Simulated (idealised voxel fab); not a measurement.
Name of the process module below: voxel released beams
Section shown: cut. Width: 205 nm. Cell size: 5 nm, square.
Think of the cross-section as a grid of square cells. We describe it in bands, top to bottom, and each band covers one or more rows of those cells.
Heights first: top, then bottom, in nm. Then materials, left to right, each with a width in nm. "throughout" on a single material: fills the band edge to edge. "air": empty space.
Height datum 0, below which the as-received substrate wafer is one material. Lowest band open at the bottom, running downward: "0 down".
With a width like "30 to 40", each row of cells in the band differs from the next by the same amount, the top row carrying the first number and the bottom row the second.
Where a step carries "nothing different", the cross-section came out of it unchanged, cell for cell.
Heads up: "Cavities, sealed" only lists the empty pockets with no open path to the top that are 8 cells or more, and it writes them as width x height at distance, distance from the left edge, in nm.
after a step's settings: what the simulator itself notes on the step
Each step line may optionally specify "overlay nm", which for a step with a mask gives the rightward distance between the mask's planned place and where it lay, a negative value indicating the leftward direction.
# Here's what the planned process steps look like
step 1: op RECEIVE | material Si
step 2: op CONFORMAL_DEP | material Al2O3 | thk nm 10
step 3: op DIRECTIONAL_DEP | material SiO2 | thk nm 10
step 4: op DIRECTIONAL_DEP | material aC | thk nm 10
step 5: op PATTERN | tone open | mask id ANCHOR | material resist | width nm 35 | thk nm 25 | overlay nm 0
step 6: op DIRECTIONAL_ETCH | etch materials aC | depth nm 10
step 7: op STRIP | etch materials resist
step 8: op DIRECTIONAL_ETCH | etch materials SiO2 | depth nm 10
step 9: op STRIP | etch materials aC
step 10: op CONFORMAL_DEP | material polySi | thk nm 15
step 11: op MASKED_ETCH | tone cover | mask id BEAM | width nm 85 | etch materials polySi | depth nm 15 | overlay nm 0
step 12: op STRIP | etch materials SiO2
# First wafer of two (run as planned)
# So this is the incoming wafer in cross-section - it's already been through step 1
    0 down | Si throughout
    Cavities, sealed: none
# Step 2 done - wafer cross-section
    10 to 0 | Al2O3 throughout
    Lower than 0, everything is as it was.
# Step 3 done - wafer cross-section
    20 to 10 | SiO2 throughout
    Lower than 10, everything is as it was.
# Step 4 done - wafer cross-section
    30 to 20 | aC throughout
    Lower than 20, everything is as it was.
# Step 5 done - wafer cross-section
    55 to 30 | 60 nm resist  35 nm air  110 nm resist
    Lower than 30, everything is as it was.
# Step 6 done - wafer cross-section
    45 to 30 | 60 nm resist  35 nm air  110 nm resist
    30 to 20 | 60 nm aC  35 nm air  110 nm aC
    Lower than 20, everything is as it was.
# Step 7 done - wafer cross-section
    30 to 20 | 60 nm aC  35 nm air  110 nm aC
    Lower than 20, everything is as it was.
# Step 8 done - wafer cross-section
    30 to 20 | 60 nm aC  35 nm air  110 nm aC
    20 to 10 | 60 nm SiO2  35 nm air  110 nm SiO2
    Lower than 10, everything is as it was.
# Step 9 done - wafer cross-section
    20 to 10 | 60 nm SiO2  35 nm air  110 nm SiO2
    Lower than 10, everything is as it was.
# Step 10 done - wafer cross-section
    35 to 25 | 75 nm polySi  5 nm air  125 nm polySi
    25 to 20 | polySi throughout
    20 to 10 | 60 nm SiO2  35 nm polySi  110 nm SiO2
    Lower than 10, everything is as it was.
# Step 11 done - wafer cross-section
    35 to 25 | 55 nm air  20 nm polySi  5 nm air  60 nm polySi  65 nm air
    25 to 20 | 55 nm air  85 nm polySi  65 nm air
    Lower than 20, everything is as it was.
# Step 12 done - wafer cross-section
    35 to 25 | 55 nm air  20 nm polySi  5 nm air  60 nm polySi  65 nm air
    25 to 20 | 55 nm air  85 nm polySi  65 nm air
    20 to 10 | 60 nm air  35 nm polySi  110 nm air
    Lower than 10, everything is as it was.
# Second of two: same start, same plan, one run error; steps up to and including 10 match the first
# X-section, second wafer, when step 11 was due to finish
    35 to 25 | 65 nm air  10 nm polySi  5 nm air  70 nm polySi  55 nm air
    25 to 20 | 65 nm air  85 nm polySi  55 nm air
    Lower than 20, everything is as it was.
# X-section, second wafer, when step 12 was due to finish
    35 to 25 | 65 nm air  10 nm polySi  5 nm air  70 nm polySi  55 nm air
    25 to 20 | 65 nm air  85 nm polySi  55 nm air
    20 to 10 | 60 nm air  35 nm polySi  110 nm air
    Lower than 10, everything is as it was.
Run error: for step 11, the planned setting was not used; the step was instead run as op MASKED_ETCH | tone cover | mask id BEAM | width nm 85 | etch materials polySi | depth nm 15 | overlay nm 10
Tallied in cells, the final second wafer holds each material in the same quantity as the first, although not at the same places.
